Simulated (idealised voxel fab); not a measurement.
Module name: voxel transistor to metal (process module)
Section cut is 150 nm wide and gridded with 5 nm square cells.
This document writes a cross-section as a grid whose cells are square, and gives it as bands, listed from the top down; one or more rows of cells form a band.
Per band: top height and bottom height in nm, followed by the left-to-right materials and their widths in nm; "edge to edge" marks a single material spanning edge to edge, "empty" marks empty space.
Height is counted from the level 0, under which the received wafer is composed throughout of one material. The lowest of the bands is not closed at the bottom but continues downward, in the notation "top 0, no bottom".
You'd read "30 to 40" like this: the band's top row of cells is as wide as the first number, its bottom row is as wide as the second, and going down, every row changes width by the same amount as the row before did.
Where the words "everything unchanged" appear for a step, the cross-section shows no cell changed by that step; every cell remained as before.
Empty spaces counting at least 8 cells and having no open way to the top are listed in "Cavities, sealed". The notation width x height at distance is used for each, the distance being from the left edge and all three values in nm.
Whatever follows a step's settings on its line is a remark the simulator itself makes about that step.
A step's line can hold "overlay nm"; with a mask on that step, the setting says how far right of the planned place the mask lay, while a negative setting says it lay to the left.
Plan
1) RECEIVE | material Si
2) CONFORMAL_DEP | material SiO2 | thk nm 5
3) CONFORMAL_DEP | material SiN | thk nm 10
4) DIRECTIONAL_DEP | material aC | thk nm 15
5) PATTERN | tone cover | mask id ACTIVE | material resist | width nm 115 | thk nm 35 | overlay nm 0
6) DIRECTIONAL_ETCH | etch materials aC | depth nm 15
7) STRIP | etch materials resist
8) DIRECTIONAL_ETCH | etch materials SiN | depth nm 10
9) DIRECTIONAL_ETCH | etch materials SiO2 | depth nm 5
10) DIRECTIONAL_ETCH | etch materials Si | depth nm 35
11) STRIP | etch materials aC
12) FILL_DEP | material SiO2 | thk nm 10
13) CMP | height nm 15
14) SELECTIVE_ETCH | etch materials SiO2 | depth nm 5
15) STRIP | etch materials SiN
16) SELECTIVE_ETCH | etch materials SiO2 | depth nm 5
17) OXIDIZE | depth nm 5
18) DIRECTIONAL_DEP | material polySi | thk nm 30
19) DIRECTIONAL_DEP | material SiCN | thk nm 15
20) DIRECTIONAL_DEP | material aC | thk nm 15
21) PATTERN | tone cover | mask id GATE | material resist | width nm 35 | thk nm 35 | overlay nm 0
22) DIRECTIONAL_ETCH | etch materials aC | depth nm 15
23) STRIP | etch materials resist
24) DIRECTIONAL_ETCH | etch materials SiCN | depth nm 25
25) DIRECTIONAL_ETCH | etch materials polySi | depth nm 40
26) STRIP | etch materials aC
27) CONFORMAL_DEP | material SiN | thk nm 10
28) DIRECTIONAL_ETCH | etch materials SiN | depth nm 10
29) DIRECTIONAL_ETCH | etch materials SiO2 | depth nm 5
30) DIRECTIONAL_ETCH | etch materials Si | depth nm 15
31) EPI | material pSi | thk nm 15
32) FILL_DEP | material SiO2 | thk nm 5
33) CMP | height nm 30
34) STRIP | etch materials polySi
35) SELECTIVE_ETCH | etch materials SiO2 | depth nm 5
36) CONFORMAL_DEP | material HfO2 | thk nm 5
37) CONFORMAL_DEP | material TiN | thk nm 5
38) FILL_DEP | material W | thk nm 5
39) CMP | height nm 25
40) DIRECTIONAL_DEP | material SiO2 | thk nm 10
41) DIRECTIONAL_DEP | material aC | thk nm 15
42) PATTERN | tone open | mask id CONTACT | material resist | width nm 15 | pitch nm 90 | thk nm 35 | overlay nm 0
43) DIRECTIONAL_ETCH | etch materials aC | depth nm 15
44) STRIP | etch materials resist
45) DIRECTIONAL_ETCH | etch materials SiO2 | depth nm 25
46) STRIP | etch materials aC
47) CONFORMAL_DEP | material TiN | thk nm 5
48) FILL_DEP | material Ru | thk nm 10
49) CMP | height nm 35
50) DIRECTIONAL_DEP | material TiN | thk nm 5
51) DIRECTIONAL_DEP | material W | thk nm 20
52) PATTERN | tone cover | mask id METAL_1 | material resist | width nm 15 | pitch nm 90 | thk nm 20 | overlay nm 0
53) DIRECTIONAL_ETCH | etch materials W | depth nm 20
54) DIRECTIONAL_ETCH | etch materials TiN | depth nm 5
55) STRIP | etch materials resist
56) CONFORMAL_DEP | material SiN | thk nm 5
57) FILL_DEP | material lowk | thk nm 10
58) CMP | height nm 60
59) CONFORMAL_DEP | material SiCN | thk nm 5
60) DIRECTIONAL_DEP | material lowk | thk nm 25
61) MASKED_ETCH | tone open | mask id METAL_2 | width nm 15 | pitch nm 90 | etch materials lowk | depth nm 15 | overlay nm 0
62) MASKED_ETCH | tone open | mask id METAL_2_HOLES | width nm 15 | pitch nm 90 | etch materials lowk | depth nm 10 | overlay nm 0
63) MASKED_ETCH | tone open | mask id METAL_2_HOLES | width nm 15 | pitch nm 90 | etch materials SiCN | depth nm 5 | overlay nm 0
64) CONFORMAL_DEP | material TiN | thk nm 5
65) FILL_DEP | material Ru | thk nm 5
66) CMP | height nm 90
67) CONFORMAL_DEP | material SiCN | thk nm 5
Delivered wafer in cross-section: state after step 1
- top 0, no bottom = Si edge to edge
- Cavities, sealed: none
Post-module cross-section of the first of two wafers (run per plan)
- top 95, bottom 90 = SiCN edge to edge
- top 90, bottom 65 = 20 lowk / 5 TiN / 5 Ru / 5 TiN / 75 lowk / 5 TiN / 5 Ru / 5 TiN / 25 lowk
- top 65, bottom 60 = 20 SiCN / 15 TiN / 75 SiCN / 15 TiN / 25 SiCN
- top 60, bottom 40 = 15 lowk / 5 SiN / 15 W / 5 SiN / 65 lowk / 5 SiN / 15 W / 5 SiN / 20 lowk
- top 40, bottom 35 = 20 SiN / 15 TiN / 75 SiN / 15 TiN / 25 SiN
- top 35, bottom 25 = 20 SiO2 / 5 TiN / 5 Ru / 5 TiN / 75 SiO2 / 5 TiN / 5 Ru / 5 TiN / 25 SiO2
- top 25, bottom 15 = 20 SiO2 / 5 TiN / 5 Ru / 5 TiN / 10 SiO2 / 10 SiN / 5 HfO2 / 5 TiN / 15 W / 5 TiN / 5 HfO2 / 10 SiN / 10 SiO2 / 5 TiN / 5 Ru / 5 TiN / 25 SiO2
- top 15, bottom 10 = 20 SiO2 / 15 TiN / 10 SiO2 / 10 SiN / 5 HfO2 / 5 TiN / 15 W / 5 TiN / 5 HfO2 / 10 SiN / 10 SiO2 / 15 TiN / 25 SiO2
- top 10, bottom 5 = 15 SiO2 / 30 pSi / 10 SiN / 5 HfO2 / 5 TiN / 15 W / 5 TiN / 5 HfO2 / 10 SiN / 30 pSi / 20 SiO2
- top 5, bottom 0 = 10 SiO2 / 10 SiN / 25 pSi / 10 SiN / 5 HfO2 / 25 TiN / 5 HfO2 / 10 SiN / 25 pSi / 10 SiN / 15 SiO2
- top 0, bottom -5 = 20 SiO2 / 25 pSi / 5 SiO2 / 45 HfO2 / 5 SiO2 / 25 pSi / 25 SiO2
- top -5, bottom -20 = 15 SiO2 / 5 Si / 25 pSi / 55 Si / 25 pSi / 5 Si / 20 SiO2
- top -20, bottom -35 = 15 SiO2 / 115 Si / 20 SiO2
- top -35, no bottom = Si edge to edge
- Cavities, sealed: none
The second wafer, shown in cross-section after the module: started the same way as the first and given the same plan, yet one mistake crept into how it was run
- top 95, bottom 90 = SiCN edge to edge
- top 90, bottom 65 = 20 lowk / 5 TiN / 5 Ru / 5 TiN / 75 lowk / 5 TiN / 5 Ru / 5 TiN / 25 lowk
- top 65, bottom 60 = 20 SiCN / 15 TiN / 75 SiCN / 15 TiN / 25 SiCN
- top 60, bottom 40 = 15 lowk / 5 SiN / 15 W / 5 SiN / 65 lowk / 5 SiN / 15 W / 5 SiN / 20 lowk
- top 40, bottom 35 = 20 SiN / 15 TiN / 75 SiN / 15 TiN / 25 SiN
- top 35, bottom 25 = 20 SiO2 / 5 TiN / 5 Ru / 5 TiN / 75 SiO2 / 5 TiN / 5 Ru / 5 TiN / 25 SiO2
- top 25, bottom 15 = 20 SiO2 / 5 TiN / 5 Ru / 5 TiN / 10 SiO2 / 10 SiN / 5 HfO2 / 5 TiN / 15 W / 5 TiN / 5 HfO2 / 10 SiN / 10 SiO2 / 5 TiN / 5 Ru / 5 TiN / 25 SiO2
- top 15, bottom 10 = 20 SiO2 / 15 TiN / 10 SiO2 / 10 SiN / 5 HfO2 / 5 TiN / 15 W / 5 TiN / 5 HfO2 / 10 SiN / 10 SiO2 / 15 TiN / 25 SiO2
- top 10, bottom 5 = 15 pSi / 30 SiO2 / 10 SiN / 5 HfO2 / 25 TiN / 5 HfO2 / 10 SiN / 30 SiO2 / 20 pSi
- top 5, bottom 0 = 10 pSi / 10 SiN / 30 SiO2 / 45 HfO2 / 30 SiO2 / 10 SiN / 15 pSi
- top 0, bottom -5 = 10 pSi / 125 SiO2 / 15 pSi
- top -5, bottom -20 = 10 pSi / 5 Si / 115 SiO2 / 5 Si / 15 pSi
- top -20, bottom -35 = 15 Si / 115 SiO2 / 20 Si
- top -35, no bottom = Si edge to edge
- Cavities, sealed: none
What was done differently from what was planned? step 5 did not use the planned setting and instead ran as PATTERN | tone open | mask id ACTIVE | material resist | width nm 115 | thk nm 35 | overlay nm 0
Materials where the second wafer ends with more or fewer cells than the first: HfO2: 2 fewer, Si: 81 fewer, SiN: 4 fewer, SiO2: 122 more, TiN: 2 fewer, W: 3 fewer, pSi: 30 fewer
